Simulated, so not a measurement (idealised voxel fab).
The following is a process module called voxel ribs on slabs.
Section cut is 270 nm wide and gridded with 5 nm square cells.
Reading order for cross-sections: top band down to bottom band. Underlying form: a grid of square cells. Band size: one or more rows of cells. Look at the band entry: it leads with the top's height and the bottom's height in nm. Then it lists the materials left to right, with a width in nm for each. The word "full width" on a single material says that material fills the band edge to edge. The word "air" is empty space. Zero point of the height axis is 0; under it, received wafer = one material. Lowest band: continues down indefinitely, "0 down". When a width is written as two numbers, as in "30->40", the first number is the width in the top row of cells of the band and the second is the width in its bottom row, and the width changes by the same amount from each row to the next. For the purposes of this document, the phrase "nothing got changed" attached to a step denotes that no cell within the cross-section was modified by that step. Heads up: "Closed void roster" only lists the empty pockets with no open path to the top that are 8 cells or more, and it writes them as width x height at distance, distance from the left edge, in nm. It should be noted that, on the line of a given step, the content following the step's settings is a remark produced by the simulator itself with respect to that step. You can add "overlay nm" to a step's line. For a step with a mask, it describes how far the mask lay to the right of its planned position, and a negative number describes a lay to the left.

-- These are the steps we planned for the process
| 1 | RECEIVE | material Si |
| 2 | DIRECTIONAL_DEP | material SiO2 | thk nm 25 |
| 3 | DIRECTIONAL_DEP | material SiN | thk nm 20 |
| 4 | PATTERN | tone cover | mask id RIB | material resist | width nm 15 | thk nm 20 | overlay nm 0 |
| 5 | DIRECTIONAL_ETCH | etch materials SiN | depth nm 5 |
| 6 | STRIP | etch materials resist |
| 7 | PATTERN | tone cover | mask id SLAB | material resist | width nm 75 | thk nm 20 | overlay nm 0 |
| 8 | DIRECTIONAL_ETCH | etch materials SiN | depth nm 15 |
| 9 | STRIP | etch materials resist |
| 10 | FILL_DEP | material SiO2 | thk nm 25 |
| 11 | CMP | height nm 60 |
| 12 | DIRECTIONAL_DEP | material W | thk nm 5 |
| 13 | MASKED_ETCH | tone cover | mask id HEATER | width nm 25 | etch materials W | depth nm 5 | overlay nm 0 |
| 14 | CONFORMAL_DEP | material SiO2 | thk nm 5 |

-- First of two wafers, processed according to plan

-- Wafer cross-section on receipt, i.e. after step 1
    0 down  Si full width
    Closed void roster: none

-- After step 2: wafer cross-section
    25 to 0  SiO2 full width
    Heights below 0 show no change.

-- After step 3: wafer cross-section
    45 to 25  SiN full width
    Heights below 25 show no change.

-- After step 4: wafer cross-section
    65 to 45  125 of air  15 of resist  130 of air
    Heights below 45 show no change.

-- After step 5: wafer cross-section
    65 to 45  125 of air  15 of resist  130 of air
    45 to 40  125 of air  15 of SiN  130 of air
    Heights below 40 show no change.

-- After step 6: wafer cross-section
    45 to 40  125 of air  15 of SiN  130 of air
    Heights below 40 show no change.

-- After step 7: wafer cross-section
    65 to 45  95 of air  75 of resist  100 of air
    45 to 40  95 of air  30 of resist  15 of SiN  30 of resist  100 of air
    Heights below 40 show no change.

-- After step 8: wafer cross-section
    65 to 45  95 of air  75 of resist  100 of air
    45 to 40  95 of air  30 of resist  15 of SiN  30 of resist  100 of air
    40 to 25  95 of air  75 of SiN  100 of air
    Heights below 25 show no change.

-- After step 9: wafer cross-section
    45 to 40  125 of air  15 of SiN  130 of air
    Heights below 40 show no change.

-- After step 10: wafer cross-section
    70 to 45  SiO2 full width
    45 to 40  125 of SiO2  15 of SiN  130 of SiO2
    40 to 25  95 of SiO2  75 of SiN  100 of SiO2
    Heights below 25 show no change.

-- After step 11: wafer cross-section
    60 to 45  SiO2 full width
    Heights below 45 show no change.

-- After step 12: wafer cross-section
    65 to 60  W full width
    Heights below 60 show no change.

-- After step 13: wafer cross-section
    65 to 60  120 of air  25 of W  125 of air
    Heights below 60 show no change.

-- After step 14: wafer cross-section
    70 to 65  115 of air  35 of SiO2  120 of air
    65 to 60  120 of SiO2  25 of W  125 of SiO2
    Heights below 60 show no change.

-- second wafer: like start, like plan, one mistake. Through step 1 it matches the first wafer

-- Second wafer at the planned finish of step 2, seen in cross-section
    50 to 0  SiO2 full width
    Heights below 0 show no change.

-- Second wafer at the planned finish of step 3, seen in cross-section
    70 to 50  SiN full width
    Heights below 50 show no change.

-- Second wafer at the planned finish of step 4, seen in cross-section
    90 to 70  125 of air  15 of resist  130 of air
    Heights below 70 show no change.

-- Second wafer at the planned finish of step 5, seen in cross-section
    90 to 70  125 of air  15 of resist  130 of air
    70 to 65  125 of air  15 of SiN  130 of air
    Heights below 65 show no change.

-- Second wafer at the planned finish of step 6, seen in cross-section
    70 to 65  125 of air  15 of SiN  130 of air
    Heights below 65 show no change.

-- Second wafer at the planned finish of step 7, seen in cross-section
    90 to 70  95 of air  75 of resist  100 of air
    70 to 65  95 of air  30 of resist  15 of SiN  30 of resist  100 of air
    Heights below 65 show no change.

-- Second wafer at the planned finish of step 8, seen in cross-section
    90 to 70  95 of air  75 of resist  100 of air
    70 to 65  95 of air  30 of resist  15 of SiN  30 of resist  100 of air
    65 to 50  95 of air  75 of SiN  100 of air
    Heights below 50 show no change.

-- Second wafer at the planned finish of step 9, seen in cross-section
    70 to 65  125 of air  15 of SiN  130 of air
    Heights below 65 show no change.

-- Second wafer at the planned finish of step 10, seen in cross-section
    95 to 70  SiO2 full width
    70 to 65  125 of SiO2  15 of SiN  130 of SiO2
    65 to 50  95 of SiO2  75 of SiN  100 of SiO2
    Heights below 50 show no change.

-- Second wafer at the planned finish of step 11, seen in cross-section
    60 to 50  95 of SiO2  75 of SiN  100 of SiO2
    Heights below 50 show no change.

-- Second wafer at the planned finish of step 12, seen in cross-section
    65 to 60  W full width
    Heights below 60 show no change.

-- Second wafer at the planned finish of step 13, seen in cross-section
    65 to 60  120 of air  25 of W  125 of air
    Heights below 60 show no change.

-- Second wafer at the planned finish of step 14, seen in cross-section
    70 to 65  115 of air  35 of SiO2  120 of air
    65 to 60  120 of SiO2  25 of W  125 of SiO2
    Heights below 60 show no change.
Want to know what went wrong? execution of plan step 2 occurred twice
Counted in cells at the end, the second wafer holds more or fewer of these materials than the first: -18 SiN, +18 SiO2
